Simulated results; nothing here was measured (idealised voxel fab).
process module | voxel wiring stack
cross-section cut | 235 nm wide | cells 5 nm
A cross-section is a grid of square cells, given in bands from the top down. A band is one or more rows of cells.
Each band's line starts with the height of the band's top and of its bottom, in nm. Then come its materials from left to right, each with its width in nm. One material with "throughout" fills the band from edge to edge. "air" is empty space.
Height 0 is the level under which the wafer as received is all one material. The lowest band goes on downwards, as in "0 down".
A width such as "30 to 40" changes by the same amount from each row of cells to the next, from the band's top row to its bottom row.
"no change" after a step means that no cell of the cross-section changed.
closed voids: empty space of 8 cells or more with no open way to the top, each as width x height at its distance from the left edge, in nm
after a step's settings: what the simulator itself notes on the step
overlay nm, on a step with a mask: how far to the right of its planned place the mask lay; to the left if negative
plan
1 op RECEIVE | material Si
2 op CONFORMAL_DEP | material SiO2 | thk nm 10
3 op CONFORMAL_DEP | material SiCN | thk nm 5
4 op DIRECTIONAL_DEP | material SiO2 | thk nm 25
5 op MASKED_ETCH | tone open | mask id METAL_1 | width nm 25 | pitch nm 45 | etch materials SiO2 | depth nm 25 | overlay nm 0
6 op MASKED_ETCH | tone open | mask id METAL_1 | width nm 25 | pitch nm 45 | etch materials SiCN | depth nm 5 | overlay nm 0
7 op CONFORMAL_DEP | material TiN | thk nm 5
8 op FILL_DEP | material Cu | thk nm 10
9 op CMP | height nm 40
10 op CONFORMAL_DEP | material SiCN | thk nm 5
11 op DIRECTIONAL_DEP | material lowk | thk nm 30
12 op DIRECTIONAL_DEP | material aC | thk nm 10
13 op PATTERN | tone open | mask id METAL_2_HOLES | material resist | width nm 15 | pitch nm 90 | thk nm 30 | overlay nm 0
14 op DIRECTIONAL_ETCH | etch materials aC | depth nm 10
15 op STRIP | etch materials resist
16 op DIRECTIONAL_ETCH | etch materials lowk | depth nm 30
17 op STRIP | etch materials aC
18 op MASKED_ETCH | tone open | mask id METAL_2 | width nm 25 | pitch nm 45 | etch materials lowk | depth nm 20 | overlay nm 0
19 op MASKED_ETCH | tone open | mask id METAL_2 | width nm 25 | pitch nm 45 | etch materials SiCN | depth nm 5 | overlay nm 0
20 op CONFORMAL_DEP | material TiN | thk nm 5
21 op FILL_DEP | material Cu | thk nm 5
22 op CMP | height nm 75
23 op CONFORMAL_DEP | material SiCN | thk nm 5
24 op DIRECTIONAL_DEP | material lowk | thk nm 20
25 op MASKED_ETCH | tone open | mask id PLUG_2 | width nm 15 | pitch nm 90 | etch materials lowk | depth nm 20 | overlay nm 0
26 op MASKED_ETCH | tone open | mask id PLUG_2 | width nm 15 | pitch nm 90 | etch materials SiCN | depth nm 5 | overlay nm 0
27 op EPI | material Ru | thk nm 10
28 op EPI | material Ru | thk nm 10
29 op EPI | material Ru | thk nm 5
30 op CONFORMAL_DEP | material SiN | thk nm 5
31 op DIRECTIONAL_DEP | material lowk | thk nm 15
32 op PATTERN | tone open | mask id METAL_3 | material resist | width nm 25 | pitch nm 45 | thk nm 20 | overlay nm 0
33 op DIRECTIONAL_ETCH | etch materials lowk | depth nm 15
34 op DIRECTIONAL_ETCH | etch materials SiN | depth nm 5
35 op STRIP | etch materials resist
36 op CONFORMAL_DEP | material TiN | thk nm 5
37 op FILL_DEP | material Cu | thk nm 10
38 op CMP | height nm 120
39 op EPI | material Ru | thk nm 5
40 op FILL_DEP | material SiCN | thk nm 5
41 op DIRECTIONAL_DEP | material SiO2 | thk nm 10
42 op PATTERN | tone open | mask id PLUG_3 | material resist | width nm 15 | pitch nm 45 | thk nm 15 | overlay nm 0
43 op DIRECTIONAL_ETCH | etch materials SiO2 | depth nm 10
44 op DIRECTIONAL_ETCH | etch materials SiCN | depth nm 5
45 op STRIP | etch materials resist
46 op EPI | material Ru | thk nm 10
47 op EPI | material Ru | thk nm 5
48 op CONFORMAL_DEP | material SiCN | thk nm 5
49 op DIRECTIONAL_DEP | material SiO2 | thk nm 20
50 op PATTERN | tone open | mask id METAL_4 | material resist | width nm 25 | pitch nm 45 | thk nm 15 | overlay nm 0
51 op DIRECTIONAL_ETCH | etch materials SiO2 | depth nm 20
52 op DIRECTIONAL_ETCH | etch materials SiCN | depth nm 5
53 op STRIP | etch materials resist
54 op CONFORMAL_DEP | material TiN | thk nm 5
55 op FILL_DEP | material W | thk nm 10
56 op CMP | height nm 165
57 op CONFORMAL_DEP | material SiCN | thk nm 5
as received, after step 1
  0 down: Si throughout
  closed voids: none
first wafer at the end, as planned
  170 to 165: SiCN throughout
  165 to 145: SiO2 60 | TiN 5 | W 15 | TiN 5 | SiO2 20 | TiN 5 | W 15 | TiN 5 | SiO2 20 | TiN 5 | W 15 | TiN 5 | SiO2 60
  145 to 140: SiCN 60 | TiN 25 | SiCN 20 | TiN 25 | SiCN 20 | TiN 25 | SiCN 60
  140 to 130: SiO2 60 | Ru 15 | SiO2 30 | Ru 15 | SiO2 30 | Ru 15 | SiO2 70
  130 to 120: SiCN 60 to 55 | Ru 15 to 35 | SiCN 30 to 10 | Ru 15 to 35 | SiCN 30 to 10 | Ru 15 to 35 | SiCN 70 to 55
  120 to 105: lowk 60 | TiN 5 | Cu 15 | TiN 5 | lowk 20 | TiN 5 | Cu 15 | TiN 5 | lowk 20 | TiN 5 | Cu 15 | TiN 5 | lowk 60
  105 to 100: SiN 60 | TiN 25 | SiN 20 | TiN 25 | SiN 20 | TiN 25 | SiN 60
  100 to 80: lowk 60 | Ru 15 | lowk 75 | Ru 15 | lowk 70
  80 to 75: SiCN 60 | Ru 15 | SiCN 75 | Ru 15 | SiCN 70
  75 to 60: lowk 60 | TiN 5 | Cu 15 | TiN 5 | lowk 20 | TiN 5 | Cu 15 | TiN 5 | lowk 20 | TiN 5 | Cu 15 | TiN 5 | lowk 60
  60 to 55: lowk 60 | TiN 5 | Cu 5 | TiN 15 | lowk 20 | TiN 25 | lowk 20 | TiN 5 | Cu 5 | TiN 15 | lowk 60
  55 to 45: lowk 60 | TiN 5 | Cu 5 | TiN 5 | lowk 75 | TiN 5 | Cu 5 | TiN 5 | lowk 70
  45 to 40: SiCN 60 | TiN 15 | SiCN 75 | TiN 15 | SiCN 70
  40 to 15: SiO2 60 | TiN 5 | Cu 15 | TiN 5 | SiO2 20 | TiN 5 | Cu 15 | TiN 5 | SiO2 20 | TiN 5 | Cu 15 | TiN 5 | SiO2 60
  15 to 10: SiCN 60 | TiN 25 | SiCN 20 | TiN 25 | SiCN 20 | TiN 25 | SiCN 60
  10 to 0: SiO2 throughout
  0 down: Si throughout
  closed voids: none
second wafer at the end: like start, like plan, one mistake
  170 to 165: SiCN throughout
  165 to 145: SiO2 60 | TiN 5 | W 15 | TiN 5 | SiO2 20 | TiN 5 | W 15 | TiN 5 | SiO2 20 | TiN 5 | W 15 | TiN 5 | SiO2 60
  145 to 140: SiCN 60 | TiN 25 | SiCN 20 | TiN 25 | SiCN 20 | TiN 25 | SiCN 60
  140 to 130: SiO2 60 | Ru 15 | SiO2 30 | Ru 15 | SiO2 30 | Ru 15 | SiO2 70
  130 to 125: SiCN 60 | Ru 15 | SiCN 30 | Ru 15 | SiCN 30 | Ru 15 | SiCN 70
  125 to 120: Ru 65 | SiCN 15 | Ru 30 | SiCN 15 | Ru 30 | SiCN 15 | Ru 65
  120 to 105: Cu 55 | TiN 5 | lowk 25 | TiN 5 | Cu 10 | TiN 5 | lowk 25 | TiN 5 | Cu 10 | TiN 5 | lowk 25 | TiN 5 | Cu 55
  105 to 100: TiN 60 | SiN 25 | TiN 20 | SiN 25 | TiN 20 | SiN 25 | TiN 60
  100 to 80: lowk 60 | Ru 15 | lowk 75 | Ru 15 | lowk 70
  80 to 75: SiCN 60 | Ru 15 | SiCN 75 | Ru 15 | SiCN 70
  75 to 60: lowk 60 | TiN 5 | Cu 15 | TiN 5 | lowk 20 | TiN 5 | Cu 15 | TiN 5 | lowk 20 | TiN 5 | Cu 15 | TiN 5 | lowk 60
  60 to 55: lowk 60 | TiN 5 | Cu 5 | TiN 15 | lowk 20 | TiN 25 | lowk 20 | TiN 5 | Cu 5 | TiN 15 | lowk 60
  55 to 45: lowk 60 | TiN 5 | Cu 5 | TiN 5 | lowk 75 | TiN 5 | Cu 5 | TiN 5 | lowk 70
  45 to 40: SiCN 60 | TiN 15 | SiCN 75 | TiN 15 | SiCN 70
  40 to 15: SiO2 60 | TiN 5 | Cu 15 | TiN 5 | SiO2 20 | TiN 5 | Cu 15 | TiN 5 | SiO2 20 | TiN 5 | Cu 15 | TiN 5 | SiO2 60
  15 to 10: SiCN 60 | TiN 25 | SiCN 20 | TiN 25 | SiCN 20 | TiN 25 | SiCN 60
  10 to 0: SiO2 throughout
  0 down: Si throughout
  closed voids: none
what went wrong: step 32 ran as: op PATTERN | tone cover | mask id METAL_3 | material resist | width nm 25 | pitch nm 45 | thk nm 20 | overlay nm 0
at the end the second wafer has, in cells: 51 more of Cu | 17 more of Ru | 17 fewer of SiCN | 17 fewer of SiN | 17 more of TiN | 51 fewer of lowk
